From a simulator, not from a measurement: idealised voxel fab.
Process module heading - voxel air gaps
Square cells of 5 nm make up the cross-section cut, whose width is 280 nm.
Format of a cross-section: grid, square cells. Given as bands. Order: top down. Band: one or more rows of cells. Heads up on the band format: heights come first, top then bottom, in nm. After that it's the materials left to right, each with its width in nm. A single material flagged "throughout" fills the whole band edge to edge, and "air" means there's empty space there. A quick word on heights: they are counted from 0, and under that level the wafer as it came to us is one material throughout. The lowest band is different from the rest in having no bottom; it simply continues downward, written as in "from 0 down". Width "30..40": first value at the band's top row of cells, second value at its bottom row, equal change from row to row. "stayed the same" after a step means that no cell of the cross-section changed. "Closed cavity list" specifies each empty space that is not open to the top and that occupies no fewer than 8 cells, using the form width x height at distance, the distance measured from the left edge and all three quantities in nm. Step line, after settings: the simulator's comment on this step. overlay nm: where the mask lay relative to plan, measured to the right, on steps with a mask; negatives go left.

**List of planned process steps**
1) RECEIVE: material Si
2) CONFORMAL_DEP: material SiO2, thk nm 10
3) CONFORMAL_DEP: material SiCN, thk nm 5
4) DIRECTIONAL_DEP: material lowk, thk nm 35
5) MASKED_ETCH: tone open, mask id LINES, width nm 15, pitch nm 40, etch materials lowk, depth nm 35, overlay nm 0
6) CONFORMAL_DEP: material TiN, thk nm 5
7) FILL_DEP: material W, thk nm 10
8) CMP: height nm 50
9) EPI: material Ru, thk nm 10
10) SELECTIVE_ETCH: etch materials lowk, depth nm 45
11) CONFORMAL_DEP: material SiCN, thk nm 5

**Run as planned: first of two wafers**

**Received-state cross-section, reflecting completion of step 1**
	from 0 down  Si throughout
	Closed cavity list: none

**Cross-sectional representation of the wafer at the conclusion of step 2**
	from 10 to 0  SiO2 throughout
	Beneath the level 0, the cross-section is identical to its previous state.

**Cross-sectional representation of the wafer at the conclusion of step 3**
	from 15 to 10  SiCN throughout
	Beneath the level 10, the cross-section is identical to its previous state.

**Cross-sectional representation of the wafer at the conclusion of step 4**
	from 50 to 15  lowk throughout
	Beneath the level 15, the cross-section is identical to its previous state.

**Cross-sectional representation of the wafer at the conclusion of step 5**
	from 50 to 15  lowk=70 / air=15 / lowk=25 / air=15 / lowk=25 / air=15 / lowk=25 / air=15 / lowk=75
	Beneath the level 15, the cross-section is identical to its previous state.

**Cross-sectional representation of the wafer at the conclusion of step 6**
	from 55 to 50  TiN=75 / air=5 / TiN=35 / air=5 / TiN=35 / air=5 / TiN=35 / air=5 / TiN=80
	from 50 to 20  lowk=70 / TiN=5 / air=5 / TiN=5 / lowk=25 / TiN=5 / air=5 / TiN=5 / lowk=25 / TiN=5 / air=5 / TiN=5 / lowk=25 / TiN=5 / air=5 / TiN=5 / lowk=75
	from 20 to 15  lowk=70 / TiN=15 / lowk=25 / TiN=15 / lowk=25 / TiN=15 / lowk=25 / TiN=15 / lowk=75
	Beneath the level 15, the cross-section is identical to its previous state.

**Cross-sectional representation of the wafer at the conclusion of step 7**
	from 65 to 55  W throughout
	from 55 to 50  TiN=75 / W=5 / TiN=35 / W=5 / TiN=35 / W=5 / TiN=35 / W=5 / TiN=80
	from 50 to 20  lowk=70 / TiN=5 / W=5 / TiN=5 / lowk=25 / TiN=5 / W=5 / TiN=5 / lowk=25 / TiN=5 / W=5 / TiN=5 / lowk=25 / TiN=5 / W=5 / TiN=5 / lowk=75
	Beneath the level 20, the cross-section is identical to its previous state.

**Cross-sectional representation of the wafer at the conclusion of step 8**
	from 50 to 20  lowk=70 / TiN=5 / W=5 / TiN=5 / lowk=25 / TiN=5 / W=5 / TiN=5 / lowk=25 / TiN=5 / W=5 / TiN=5 / lowk=25 / TiN=5 / W=5 / TiN=5 / lowk=75
	Beneath the level 20, the cross-section is identical to its previous state.

**Cross-sectional representation of the wafer at the conclusion of step 9**
	from 60 to 50  air=60 / Ru=35 / air=5 / Ru=35 / air=5 / Ru=35 / air=5 / Ru=35 / air=65
	Beneath the level 50, the cross-section is identical to its previous state.

**Cross-sectional representation of the wafer at the conclusion of step 10**
	from 60 to 50  air=60 / Ru=35 / air=5 / Ru=35 / air=5 / Ru=35 / air=5 / Ru=35 / air=65
	from 50 to 20  air=70 / TiN=5 / W=5 / TiN=5 / air=25 / TiN=5 / W=5 / TiN=5 / air=25 / TiN=5 / W=5 / TiN=5 / air=25 / TiN=5 / W=5 / TiN=5 / air=75
	from 20 to 15  air=70 / TiN=15 / air=25 / TiN=15 / air=25 / TiN=15 / air=25 / TiN=15 / air=75
	Beneath the level 15, the cross-section is identical to its previous state.

**Cross-sectional representation of the wafer at the conclusion of step 11**
	from 65 to 60  air=55 / SiCN=165 / air=60
	from 60 to 50  air=55 / SiCN=5 / Ru=35 / SiCN=5 / Ru=35 / SiCN=5 / Ru=35 / SiCN=5 / Ru=35 / SiCN=5 / air=60
	from 50 to 45  air=55 / SiCN=15 / TiN=5 / W=5 / TiN=5 / SiCN=25 / TiN=5 / W=5 / TiN=5 / SiCN=25 / TiN=5 / W=5 / TiN=5 / SiCN=25 / TiN=5 / W=5 / TiN=5 / SiCN=15 / air=60
	from 45 to 20  air=65 / SiCN=5 / TiN=5 / W=5 / TiN=5 / SiCN=5 / air=15 / SiCN=5 / TiN=5 / W=5 / TiN=5 / SiCN=5 / air=15 / SiCN=5 / TiN=5 / W=5 / TiN=5 / SiCN=5 / air=15 / SiCN=5 / TiN=5 / W=5 / TiN=5 / SiCN=5 / air=70
	from 20 to 15  SiCN=70 / TiN=15 / SiCN=25 / TiN=15 / SiCN=25 / TiN=15 / SiCN=25 / TiN=15 / SiCN=75
	Beneath the level 15, the cross-section is identical to its previous state.
	Closed cavity list: 15 x 25 at 90; 15 x 25 at 130; 15 x 25 at 170

**What follows concerns the second wafer, which started out like the first and was meant to follow the very same plan; one mistake crept in when it was run, but everything up to and including step 4 is the same as for the first wafer**

**Cross-section: second wafer, time at which step 5 was scheduled to end**
	from 50 to 15  lowk=65 / air=15 / lowk=25 / air=15 / lowk=25 / air=15 / lowk=25 / air=15 / lowk=80
	Beneath the level 15, the cross-section is identical to its previous state.

**Cross-section: second wafer, time at which step 6 was scheduled to end**
	from 55 to 50  TiN=70 / air=5 / TiN=35 / air=5 / TiN=35 / air=5 / TiN=35 / air=5 / TiN=85
	from 50 to 20  lowk=65 / TiN=5 / air=5 / TiN=5 / lowk=25 / TiN=5 / air=5 / TiN=5 / lowk=25 / TiN=5 / air=5 / TiN=5 / lowk=25 / TiN=5 / air=5 / TiN=5 / lowk=80
	from 20 to 15  lowk=65 / TiN=15 / lowk=25 / TiN=15 / lowk=25 / TiN=15 / lowk=25 / TiN=15 / lowk=80
	Beneath the level 15, the cross-section is identical to its previous state.

**Cross-section: second wafer, time at which step 7 was scheduled to end**
	from 65 to 55  W throughout
	from 55 to 50  TiN=70 / W=5 / TiN=35 / W=5 / TiN=35 / W=5 / TiN=35 / W=5 / TiN=85
	from 50 to 20  lowk=65 / TiN=5 / W=5 / TiN=5 / lowk=25 / TiN=5 / W=5 / TiN=5 / lowk=25 / TiN=5 / W=5 / TiN=5 / lowk=25 / TiN=5 / W=5 / TiN=5 / lowk=80
	Beneath the level 20, the cross-section is identical to its previous state.

**Cross-section: second wafer, time at which step 8 was scheduled to end**
	from 50 to 20  lowk=65 / TiN=5 / W=5 / TiN=5 / lowk=25 / TiN=5 / W=5 / TiN=5 / lowk=25 / TiN=5 / W=5 / TiN=5 / lowk=25 / TiN=5 / W=5 / TiN=5 / lowk=80
	Beneath the level 20, the cross-section is identical to its previous state.

**Cross-section: second wafer, time at which step 9 was scheduled to end**
	from 60 to 50  air=55 / Ru=35 / air=5 / Ru=35 / air=5 / Ru=35 / air=5 / Ru=35 / air=70
	Beneath the level 50, the cross-section is identical to its previous state.

**Cross-section: second wafer, time at which step 10 was scheduled to end**
	from 60 to 50  air=55 / Ru=35 / air=5 / Ru=35 / air=5 / Ru=35 / air=5 / Ru=35 / air=70
	from 50 to 20  air=65 / TiN=5 / W=5 / TiN=5 / air=25 / TiN=5 / W=5 / TiN=5 / air=25 / TiN=5 / W=5 / TiN=5 / air=25 / TiN=5 / W=5 / TiN=5 / air=80
	from 20 to 15  air=65 / TiN=15 / air=25 / TiN=15 / air=25 / TiN=15 / air=25 / TiN=15 / air=80
	Beneath the level 15, the cross-section is identical to its previous state.

**Cross-section: second wafer, time at which step 11 was scheduled to end**
	from 65 to 60  air=50 / SiCN=165 / air=65
	from 60 to 50  air=50 / SiCN=5 / Ru=35 / SiCN=5 / Ru=35 / SiCN=5 / Ru=35 / SiCN=5 / Ru=35 / SiCN=5 / air=65
	from 50 to 45  air=50 / SiCN=15 / TiN=5 / W=5 / TiN=5 / SiCN=25 / TiN=5 / W=5 / TiN=5 / SiCN=25 / TiN=5 / W=5 / TiN=5 / SiCN=25 / TiN=5 / W=5 / TiN=5 / SiCN=15 / air=65
	from 45 to 20  air=60 / SiCN=5 / TiN=5 / W=5 / TiN=5 / SiCN=5 / air=15 / SiCN=5 / TiN=5 / W=5 / TiN=5 / SiCN=5 / air=15 / SiCN=5 / TiN=5 / W=5 / TiN=5 / SiCN=5 / air=15 / SiCN=5 / TiN=5 / W=5 / TiN=5 / SiCN=5 / air=75
	from 20 to 15  SiCN=65 / TiN=15 / SiCN=25 / TiN=15 / SiCN=25 / TiN=15 / SiCN=25 / TiN=15 / SiCN=80
	Beneath the level 15, the cross-section is identical to its previous state.
	Closed cavity list: 15 x 25 at 85; 15 x 25 at 125; 15 x 25 at 165
Error vs. plan: for step 5, the planned setting was not used; the step was instead run as MASKED_ETCH: tone open, mask id LINES, width nm 15, pitch nm 40, etch materials lowk, depth nm 35, overlay nm -5
When the process is done, the second wafer contains the same cell count of every material as the first wafer, but distributed over other locations.
